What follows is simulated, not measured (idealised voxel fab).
Documented hereafter: the process module known as voxel tone inversion.
The cross-section shown here is cut; it is 280 nm wide and divided into square cells measuring 5 nm on a side.
Think of the cross-section as a grid of square cells. We describe it in bands, top to bottom, and each band covers one or more rows of those cells. In this notation a band is specified by the heights of its top and bottom, in that order and in nm, after which its materials appear from left to right, each paired with its width in nm. The word "everywhere" attached to a single material means that material fills the band from edge to edge; the word "empty" stands for empty space. Where do heights start? At 0: under that level the wafer as delivered is made of one material only. And the lowest band has no floor; it just carries on downward, as in "top 0, no bottom". Width spec "30->40" -> top row of cells at first value, bottom row at second value, equal per-row change in between. The designation "identical to before", where it is given for a processing step, indicates that no cell of the cross-section was altered in the course of that step. What "Closed void register" gives you is every empty space of 8 cells or more that is cut off from the top. Each appears as width x height at distance, with the distance taken from the left edge and width, height and distance all in nm. Step line, after settings: the simulator's comment on this step. You can add "overlay nm" to a step's line. For a step with a mask, it describes how far the mask lay to the right of its planned position, and a negative number describes a lay to the left.
[List of planned process steps]
1,RECEIVE with material Si
2,CONFORMAL_DEP with material SiCN, thk nm 10
3,DIRECTIONAL_DEP with material aC, thk nm 15
4,PATTERN with tone cover, mask id POSTS, material resist, width nm 20, pitch nm 40, thk nm 25, overlay nm -15
5,DIRECTIONAL_ETCH with etch materials aC, depth nm 15
6,STRIP with etch materials resist
7,FILL_DEP with material SiO2, thk nm 5
8,CMP with height nm 25
9,STRIP with etch materials aC
10,CONFORMAL_DEP with material TiN, thk nm 5
11,FILL_DEP with material Ru, thk nm 10
12,CMP with height nm 25
13,CONFORMAL_DEP with material SiN, thk nm 5
What sets these wafers apart? The overlay nm at step 4. They all start alike, and the plan carries the first wafer's value.
[Cross-section of the first of several received wafers, showing its state after step 1]
> top 0, no bottom = Si everywhere
> Closed void register: none
[First of several wafers: cross-section at the end of the module, after step 13, its last step]
> top 30, bottom 25 = SiN everywhere
> top 25, bottom 15 = SiO2 55 nm, TiN 5 nm, Ru 10 nm, TiN 5 nm, SiO2 20 nm, TiN 5 nm, Ru 10 nm, TiN 5 nm, SiO2 20 nm, TiN 5 nm, Ru 10 nm, TiN 5 nm, SiO2 20 nm, TiN 5 nm, Ru 10 nm, TiN 5 nm, SiO2 85 nm
> top 15, bottom 10 = SiO2 55 nm, TiN 20 nm, SiO2 20 nm, TiN 20 nm, SiO2 20 nm, TiN 20 nm, SiO2 20 nm, TiN 20 nm, SiO2 85 nm
> top 10, bottom 0 = SiCN everywhere
> top 0, no bottom = Si everywhere
> Closed void register: none
[Cross-section, module end, final of several wafers]
> top 30, bottom 25 = SiN everywhere
> top 25, bottom 15 = SiO2 85 nm, TiN 5 nm, Ru 10 nm, TiN 5 nm, SiO2 20 nm, TiN 5 nm, Ru 10 nm, TiN 5 nm, SiO2 20 nm, TiN 5 nm, Ru 10 nm, TiN 5 nm, SiO2 20 nm, TiN 5 nm, Ru 10 nm, TiN 5 nm, SiO2 55 nm
> top 15, bottom 10 = SiO2 85 nm, TiN 20 nm, SiO2 20 nm, TiN 20 nm, SiO2 20 nm, TiN 20 nm, SiO2 20 nm, TiN 20 nm, SiO2 55 nm
> top 10, bottom 0 = SiCN everywhere
> top 0, no bottom = Si everywhere
> Closed void register: none
[What follows is a table in which each wafer occupies a row; for the wafer as it stands at the close of the module, the row states, material by material, how many cells have been gained (+) or lost (-) since receipt, and then gives its closed voids]
overlay nm -15 | +16 Ru | +112 SiCN | +56 SiN | +120 SiO2 | +32 TiN | Closed void register: none
overlay nm -10 | +16 Ru | +112 SiCN | +56 SiN | +120 SiO2 | +32 TiN | Closed void register: none
overlay nm -5 | +16 Ru | +112 SiCN | +56 SiN | +120 SiO2 | +32 TiN | Closed void register: none
overlay nm 0 | +16 Ru | +112 SiCN | +56 SiN | +120 SiO2 | +32 TiN | Closed void register: none
overlay nm 5 | +16 Ru | +112 SiCN | +56 SiN | +120 SiO2 | +32 TiN | Closed void register: none
overlay nm 10 | +16 Ru | +112 SiCN | +56 SiN | +120 SiO2 | +32 TiN | Closed void register: none
overlay nm 15 | +16 Ru | +112 SiCN | +56 SiN | +120 SiO2 | +32 TiN | Closed void register: none
